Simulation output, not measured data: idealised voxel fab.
Process module heading - voxel fin reveal
In the cross-section labelled cut, the width is 155 nm and each square cell is 5 nm.
In what follows, cross-sections appear as grids of square cells, described through bands that run from the top down, where every band is one or more rows of cells.
Top height, bottom height, nm. Materials left to right, width each, nm. Single material + "edge to edge" = fills band edge to edge. "air" = empty.
Basically, 0 is our baseline, since under it the wafer straight out of the box is all one material. The bottom band has no lower end and keeps on going down, so it looks like "0 -> down".
The width entry "30->40" should be interpreted row by row: the top row of cells in the band takes the first number, the bottom row takes the second number, and the change between adjacent rows is uniform throughout.
Where the words "no change occurred" appear for a step, the cross-section shows no cell changed by that step; every cell remained as before.
Closed-off voids of 8+ cells (no open route to the top) go in "Closed-off voids", written width x height at distance from the left edge, in nm.
Anything after a step's settings on that line? It's the simulator's own note about the step.
overlay nm: mask right of planned place by this much (step with mask). Neg. = left.

PROCESS STEPS FORESEEN IN THE PLAN
1. RECEIVE (material Si)
2. CONFORMAL_DEP (material SiN; thk nm 10)
3. DIRECTIONAL_DEP (material aC; thk nm 15)
4. PATTERN (tone cover; mask id FINS; material resist; width nm 15; pitch nm 40; thk nm 30; overlay nm 0)
5. DIRECTIONAL_ETCH (etch materials aC; depth nm 15)
6. STRIP (etch materials resist)
7. DIRECTIONAL_ETCH (etch materials SiN; depth nm 10)
8. DIRECTIONAL_ETCH (etch materials Si; depth nm 30)
9. STRIP (etch materials aC)
10. FILL_DEP (material SiO2; thk nm 15)
11. CMP (height nm 10)
12. SELECTIVE_ETCH (etch materials SiO2; depth nm 30)
13. STRIP (etch materials SiN)
14. CONFORMAL_DEP (material HfO2; thk nm 5)
Same starting wafers, different width nm at step 4. Plan value belongs to the first wafer.

CUT THROUGH THE FIRST OF SEVERAL WAFERS AS RECEIVED, POST STEP 1
* 0 -> down = Si edge to edge
* Closed-off voids: none

THE TABLE BELOW HAS ONE ROW FOR EACH WAFER; A ROW SHOWS, AS OF THE END OF THE MODULE, HOW MANY CELLS OF EACH MATERIAL THE WAFER HAS GAINED, MARKED (+), OR LOST, MARKED (-), SINCE IT WAS RECEIVED, AND THEN THE WAFER'S CLOSED VOIDS
width nm 15; +47 HfO2; -150 Si; +50 SiO2; Closed-off voids: none
width nm 20; +47 HfO2; -138 Si; +46 SiO2; Closed-off voids: none
width nm 25; +47 HfO2; -126 Si; +42 SiO2; Closed-off voids: none
